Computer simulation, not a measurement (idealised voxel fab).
Module name: voxel wiring stack (process module)
Each square cell in cross-section cut measures 5 nm, and the section as a whole is 255 nm wide.
Just so we're on the same page, the cross-sections are grids of square cells, and they're listed out in bands top to bottom, each band one or more rows deep.
Per band: top height and bottom height in nm, followed by the left-to-right materials and their widths in nm; "everywhere" marks a single material spanning edge to edge, "empty" marks empty space.
Heads up on the height convention: 0 is the point under which the incoming wafer is all one material, and the lowest band has no bottom, it just keeps going down, like "0 down".
Think of "30..40" as a width that walks from the first number to the second as you go down the band, top row to bottom row, taking equal-sized steps from row to row.
Any step labelled "no change" changed none of the cells in the cross-section.
"Completely enclosed voids" lists enclosed empty spaces (at least 8 cells, no open path upward to the top), each as width x height at distance from the left edge, in nm.
Formally, on a step line, whatever follows the settings is a remark that the simulator itself makes on the step.
If you see "overlay nm" on a step's line and that step has a mask, it's telling you how far right of where it was planned the mask ended up; a negative number means it went left instead.
# The following list gives the planned process steps
1 RECEIVE with material Si
2 CONFORMAL_DEP with material SiO2, thk nm 15
3 DIRECTIONAL_DEP with material TiN, thk nm 5
4 DIRECTIONAL_DEP with material Ru, thk nm 25
5 MASKED_ETCH with tone cover, mask id METAL_1, width nm 25, pitch nm 40, etch materials Ru, depth nm 25, overlay nm 0
6 MASKED_ETCH with tone cover, mask id METAL_1, width nm 25, pitch nm 40, etch materials TiN, depth nm 5, overlay nm 0
7 FILL_DEP with material SiO2, thk nm 10
8 CMP with height nm 45
9 CONFORMAL_DEP with material SiCN, thk nm 5
10 DIRECTIONAL_DEP with material lowk, thk nm 15
11 PATTERN with tone open, mask id PLUG_1, material resist, width nm 15, pitch nm 40, thk nm 15, overlay nm 0
12 DIRECTIONAL_ETCH with etch materials lowk, depth nm 15
13 DIRECTIONAL_ETCH with etch materials SiCN, depth nm 5
14 STRIP with etch materials resist
15 EPI with material Ru, thk nm 10
16 EPI with material Ru, thk nm 10
17 DIRECTIONAL_DEP with material TiN, thk nm 5
18 DIRECTIONAL_DEP with material Ru, thk nm 20
19 PATTERN with tone cover, mask id METAL_2, material resist, width nm 25, pitch nm 40, thk nm 20, overlay nm 0
20 DIRECTIONAL_ETCH with etch materials Ru, depth nm 20
21 DIRECTIONAL_ETCH with etch materials TiN, depth nm 5
22 STRIP with etch materials resist
23 FILL_DEP with material lowk, thk nm 10
24 CMP with height nm 90
25 CONFORMAL_DEP with material SiN, thk nm 5
# Below: the first of two wafers, run as planned
# Cross-section: wafer on arrival = after step 1
  0 down = Si everywhere
  Completely enclosed voids: none
# After step 2, in cross-section
  15 to 0 = SiO2 everywhere
  Nothing below the height 0 has changed.
# After step 3, in cross-section
  20 to 15 = TiN everywhere
  Nothing below the height 15 has changed.
# After step 4, in cross-section
  45 to 20 = Ru everywhere
  Nothing below the height 20 has changed.
# After step 5, in cross-section
  45 to 20 = 95 empty, 25 Ru, 15 empty, 25 Ru, 95 empty
  Nothing below the height 20 has changed.
# After step 6, in cross-section
  45 to 20 = 95 empty, 25 Ru, 15 empty, 25 Ru, 95 empty
  20 to 15 = 95 empty, 25 TiN, 15 empty, 25 TiN, 95 empty
  Nothing below the height 15 has changed.
# After step 7, in cross-section
  55 to 45 = SiO2 everywhere
  45 to 20 = 95 SiO2, 25 Ru, 15 SiO2, 25 Ru, 95 SiO2
  20 to 15 = 95 SiO2, 25 TiN, 15 SiO2, 25 TiN, 95 SiO2
  Nothing below the height 15 has changed.
# After step 8, in cross-section
  45 to 20 = 95 SiO2, 25 Ru, 15 SiO2, 25 Ru, 95 SiO2
  Nothing below the height 20 has changed.
# After step 9, in cross-section
  50 to 45 = SiCN everywhere
  Nothing below the height 45 has changed.
# After step 10, in cross-section
  65 to 50 = lowk everywhere
  Nothing below the height 50 has changed.
# After step 11, in cross-section
  80 to 65 = 95 resist, 15 empty, 25 resist, 15 empty, 105 resist
  Nothing below the height 65 has changed.
# After step 12, in cross-section
  80 to 65 = 95 resist, 15 empty, 25 resist, 15 empty, 105 resist
  65 to 50 = 95 lowk, 15 empty, 25 lowk, 15 empty, 105 lowk
  Nothing below the height 50 has changed.
# After step 13, in cross-section
  80 to 65 = 95 resist, 15 empty, 25 resist, 15 empty, 105 resist
  65 to 50 = 95 lowk, 15 empty, 25 lowk, 15 empty, 105 lowk
  50 to 45 = 95 SiCN, 15 empty, 25 SiCN, 15 empty, 105 SiCN
  Nothing below the height 45 has changed.
# After step 14, in cross-section
  65 to 50 = 95 lowk, 15 empty, 25 lowk, 15 empty, 105 lowk
  Nothing below the height 50 has changed.
# After step 15, in cross-section
  65 to 55 = 95 lowk, 15 empty, 25 lowk, 15 empty, 105 lowk
  55 to 50 = 95 lowk, 15 Ru, 25 lowk, 15 Ru, 105 lowk
  50 to 45 = 95 SiCN, 15 Ru, 25 SiCN, 15 Ru, 105 SiCN
  Nothing below the height 45 has changed.
# After step 16, in cross-section
  65 to 50 = 95 lowk, 15 Ru, 25 lowk, 15 Ru, 105 lowk
  Nothing below the height 50 has changed.
# After step 17, in cross-section
  70 to 65 = TiN everywhere
  Nothing below the height 65 has changed.
# After step 18, in cross-section
  90 to 70 = Ru everywhere
  Nothing below the height 70 has changed.
# After step 19, in cross-section
  110 to 90 = 95 empty, 25 resist, 15 empty, 25 resist, 95 empty
  Nothing below the height 90 has changed.
# After step 20, in cross-section
  110 to 90 = 95 empty, 25 resist, 15 empty, 25 resist, 95 empty
  90 to 70 = 95 empty, 25 Ru, 15 empty, 25 Ru, 95 empty
  Nothing below the height 70 has changed.
# After step 21, in cross-section
  110 to 90 = 95 empty, 25 resist, 15 empty, 25 resist, 95 empty
  90 to 70 = 95 empty, 25 Ru, 15 empty, 25 Ru, 95 empty
  70 to 65 = 95 empty, 25 TiN, 15 empty, 25 TiN, 95 empty
  Nothing below the height 65 has changed.
# After step 22, in cross-section
  90 to 70 = 95 empty, 25 Ru, 15 empty, 25 Ru, 95 empty
  Nothing below the height 70 has changed.
# After step 23, in cross-section
  100 to 90 = lowk everywhere
  90 to 70 = 95 lowk, 25 Ru, 15 lowk, 25 Ru, 95 lowk
  70 to 65 = 95 lowk, 25 TiN, 15 lowk, 25 TiN, 95 lowk
  Nothing below the height 65 has changed.
# After step 24, in cross-section
  90 to 70 = 95 lowk, 25 Ru, 15 lowk, 25 Ru, 95 lowk
  Nothing below the height 70 has changed.
# After step 25, in cross-section
  95 to 90 = SiN everywhere
  Nothing below the height 90 has changed.
# Notes, second wafer: start = first wafer's, plan = first wafer's, execution had one mistake; history identical to first through step 22
# Second wafer at the planned finish of step 23, seen in cross-section
  100 to 90 = SiCN everywhere
  90 to 70 = 95 SiCN, 25 Ru, 15 SiCN, 25 Ru, 95 SiCN
  70 to 65 = 95 SiCN, 25 TiN, 15 SiCN, 25 TiN, 95 SiCN
  Nothing below the height 65 has changed.
# Second wafer at the planned finish of step 24, seen in cross-section
  90 to 70 = 95 SiCN, 25 Ru, 15 SiCN, 25 Ru, 95 SiCN
  Nothing below the height 70 has changed.
# Second wafer at the planned finish of step 25, seen in cross-section
  95 to 90 = SiN everywhere
  Nothing below the height 90 has changed.
Heads up, the wafer didn't run the way we planned it: step 23 went in with a setting other than planned; the actual run was FILL_DEP with material SiCN, thk nm 10
It is noted that, at the conclusion of processing, the second wafer exhibits a higher or lower cell count for certain materials relative to the first: 205 more of SiCN | 205 fewer of lowk
